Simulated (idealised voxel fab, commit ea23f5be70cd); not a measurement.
process module | voxel wiring stack
cross-section cut | 260 nm wide | cells 5 nm
A cross-section is a grid of square cells, given in bands from the top down. A band is one or more rows of cells.
Each band's line starts with the height of the band's top and of its bottom, in nm. Then come its materials from left to right, each with its width in nm. One material with "throughout" fills the band from edge to edge. "air" is empty space.
Height 0 is the level under which the wafer as received is all one material. The lowest band goes on downwards, as in "0 down".
A width such as "30 to 40" changes by the same amount from each row of cells to the next, from the band's top row to its bottom row.
"no change" after a step means that no cell of the cross-section changed.
closed voids: empty space of 8 cells or more with no open way to the top, each as width x height at its distance from the left edge, in nm
after a step's settings: what the simulator itself notes on the step
overlay nm, on a step with a mask: how far to the right of its planned place the mask lay; to the left if negative
plan
1 op RECEIVE | material Si
2 op CONFORMAL_DEP | material SiO2 | thk nm 10
3 op DIRECTIONAL_DEP | material TiN | thk nm 5
4 op DIRECTIONAL_DEP | material Ru | thk nm 25
5 op MASKED_ETCH | tone cover | mask id METAL_1 | width nm 25 | pitch nm 45 | etch materials Ru | depth nm 25 | overlay nm 0
6 op MASKED_ETCH | tone cover | mask id METAL_1 | width nm 25 | pitch nm 45 | etch materials TiN | depth nm 5 | overlay nm 0
7 op FILL_DEP | material lowk | thk nm 10
8 op CMP | height nm 40
9 op CONFORMAL_DEP | material SiCN | thk nm 5
10 op DIRECTIONAL_DEP | material lowk | thk nm 30
11 op PATTERN | tone open | mask id METAL_2 | material resist | width nm 25 | pitch nm 45 | thk nm 20 | overlay nm 0
12 op DIRECTIONAL_ETCH | etch materials lowk | depth nm 20
13 op STRIP | etch materials resist
14 op PATTERN | tone open | mask id METAL_2_HOLES | material resist | width nm 15 | pitch nm 45 | thk nm 15 | overlay nm 0
15 op DIRECTIONAL_ETCH | etch materials lowk | depth nm 10
16 op DIRECTIONAL_ETCH | etch materials SiCN | depth nm 5
17 op STRIP | etch materials resist
18 op CONFORMAL_DEP | material TiN | thk nm 5
19 op FILL_DEP | material Ru | thk nm 5
20 op CMP | height nm 75
21 op CONFORMAL_DEP | material SiCN | thk nm 5
22 op DIRECTIONAL_DEP | material lowk | thk nm 10
23 op DIRECTIONAL_DEP | material aC | thk nm 10
24 op PATTERN | tone open | mask id PLUG_2 | material resist | width nm 15 | pitch nm 45 | thk nm 30 | overlay nm 0
25 op DIRECTIONAL_ETCH | etch materials aC | depth nm 10
26 op STRIP | etch materials resist
27 op DIRECTIONAL_ETCH | etch materials lowk | depth nm 10
28 op DIRECTIONAL_ETCH | etch materials SiCN | depth nm 5
29 op STRIP | etch materials aC
30 op EPI | material Ru | thk nm 10
31 op EPI | material Ru | thk nm 5
32 op DIRECTIONAL_DEP | material TiN | thk nm 5
33 op DIRECTIONAL_DEP | material W | thk nm 25
34 op PATTERN | tone cover | mask id METAL_3 | material resist | width nm 25 | pitch nm 45 | thk nm 20 | overlay nm 0
35 op DIRECTIONAL_ETCH | etch materials W | depth nm 25
36 op DIRECTIONAL_ETCH | etch materials TiN | depth nm 5
37 op STRIP | etch materials resist
38 op FILL_DEP | material lowk | thk nm 10
39 op CMP | height nm 120
40 op CONFORMAL_DEP | material SiN | thk nm 5
as received, after step 1
  0 down: Si throughout
  closed voids: none
first wafer at the end, as planned
  125 to 120: SiN throughout
  120 to 95: lowk 95 | W 25 | lowk 20 | W 25 | lowk 95
  95 to 90: lowk 95 | TiN 25 | lowk 20 | TiN 25 | lowk 95
  90 to 80: lowk 95 | Ru 15 | lowk 30 | Ru 15 | lowk 105
  80 to 75: SiCN 95 | Ru 15 | SiCN 30 | Ru 15 | SiCN 105
  75 to 60: lowk 95 | TiN 5 | Ru 15 | TiN 5 | lowk 20 | TiN 5 | Ru 15 | TiN 5 | lowk 95
  60 to 55: lowk 95 | TiN 5 | Ru 5 | TiN 15 | lowk 20 | TiN 5 | Ru 5 | TiN 15 | lowk 95
  55 to 45: lowk 95 | TiN 5 | Ru 5 | TiN 5 | lowk 30 | TiN 5 | Ru 5 | TiN 5 | lowk 105
  45 to 40: SiCN 95 | TiN 15 | SiCN 30 | TiN 15 | SiCN 105
  40 to 15: lowk 95 | Ru 25 | lowk 20 | Ru 25 | lowk 95
  15 to 10: lowk 95 | TiN 25 | lowk 20 | TiN 25 | lowk 95
  10 to 0: SiO2 throughout
  0 down: Si throughout
  closed voids: none
second wafer at the end: like start, like plan, one mistake
  125 to 120: SiN throughout
  120 to 95: lowk 95 | W 25 | lowk 20 | W 25 | lowk 95
  95 to 90: lowk 95 | TiN 25 | lowk 20 | TiN 25 | lowk 95
  90 to 80: lowk 95 | Ru 15 | lowk 30 | Ru 15 | lowk 105
  80 to 75: SiCN 95 | Ru 15 | SiCN 30 | Ru 15 | SiCN 105
  75 to 60: lowk 95 | TiN 5 | Ru 15 | TiN 5 | lowk 20 | TiN 5 | Ru 15 | TiN 5 | lowk 95
  60 to 55: lowk 95 | TiN 5 | Ru 5 | TiN 15 | lowk 20 | TiN 5 | Ru 5 | TiN 15 | lowk 95
  55 to 45: lowk 95 | TiN 5 | Ru 5 | TiN 5 | lowk 30 | TiN 5 | Ru 5 | TiN 5 | lowk 105
  45 to 40: SiCN 95 | TiN 15 | SiCN 30 | TiN 15 | SiCN 105
  40 to 35: lowk throughout
  35 to 10: lowk 95 | Ru 25 | lowk 20 | Ru 25 | lowk 95
  10 to 5: lowk 95 | TiN 25 | lowk 20 | TiN 25 | lowk 95
  5 to 0: SiO2 throughout
  0 down: Si throughout
  closed voids: none
what went wrong: step 2 ran as: op CONFORMAL_DEP | material SiO2 | thk nm 5
at the end the second wafer has, in cells: 52 fewer of SiO2 | 52 more of lowk
